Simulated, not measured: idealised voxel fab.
process module | voxel air gaps
cross-section cut | 295 nm wide | cells 5 nm
A cross-section is a grid of square cells, given in bands from the top down. A band is one or more rows of cells.
Each band's line starts with the height of the band's top and of its bottom, in nm. Then come its materials from left to right, each with its width in nm. One material with "throughout" fills the band from edge to edge. "air" is empty space.
Height 0 is the level under which the wafer as received is all one material. The lowest band goes on downwards, as in "0 down".
A width such as "30 to 40" changes by the same amount from each row of cells to the next, from the band's top row to its bottom row.
"no change" after a step means that no cell of the cross-section changed.
closed voids: empty space of 8 cells or more with no open way to the top, each as width x height at its distance from the left edge, in nm
after a step's settings: what the simulator itself notes on the step
overlay nm, on a step with a mask: how far to the right of its planned place the mask lay; to the left if negative
plan
1 op RECEIVE | material Si
2 op CONFORMAL_DEP | material SiO2 | thk nm 10
3 op CONFORMAL_DEP | material SiCN | thk nm 5
4 op DIRECTIONAL_DEP | material SiO2 | thk nm 40
5 op DIRECTIONAL_DEP | material aC | thk nm 15
6 op PATTERN | tone open | mask id LINES | material resist | width nm 25 | pitch nm 50 | thk nm 30 | overlay nm 0
7 op DIRECTIONAL_ETCH | etch materials aC | depth nm 15
8 op STRIP | etch materials resist
9 op DIRECTIONAL_ETCH | etch materials SiO2 | depth nm 40
10 op STRIP | etch materials aC
11 op CONFORMAL_DEP | material TiN | thk nm 5
12 op FILL_DEP | material Cu | thk nm 10
13 op CMP | height nm 55
14 op EPI | material Ru | thk nm 10
15 op SELECTIVE_ETCH | etch materials SiO2 | depth nm 50
16 op CONFORMAL_DEP | material SiCN | thk nm 5
as received, after step 1
  0 down: Si throughout
  closed voids: none
a wafer at the end: this start, this plan, one mistake
  70 to 65: air 45 | SiCN 210 | air 40
  65 to 55: air 45 | SiCN 5 | Ru 200 | SiCN 5 | air 40
  55 to 50: air 45 | SiCN 15 | TiN 5 | Cu 20 | TiN 5 | SiO2 20 | TiN 5 | Cu 20 | TiN 5 | SiO2 20 | TiN 5 | Cu 20 | TiN 5 | SiO2 20 | TiN 5 | Cu 20 | TiN 5 | SiCN 15 | air 40
  50 to 20: air 55 | SiCN 5 | TiN 5 | Cu 20 | TiN 5 | SiO2 20 | TiN 5 | Cu 20 | TiN 5 | SiO2 20 | TiN 5 | Cu 20 | TiN 5 | SiO2 20 | TiN 5 | Cu 20 | TiN 5 | SiCN 5 | air 50
  20 to 15: SiCN 60 | TiN 30 | SiO2 20 | TiN 30 | SiO2 20 | TiN 30 | SiO2 20 | TiN 30 | SiCN 55
  15 to 10: SiCN throughout
  10 to 0: SiO2 throughout
  0 down: Si throughout
  closed voids: none
what went wrong: step 6 ran as: op PATTERN | tone open | mask id LINES | material resist | width nm 30 | pitch nm 50 | thk nm 30 | overlay nm 0
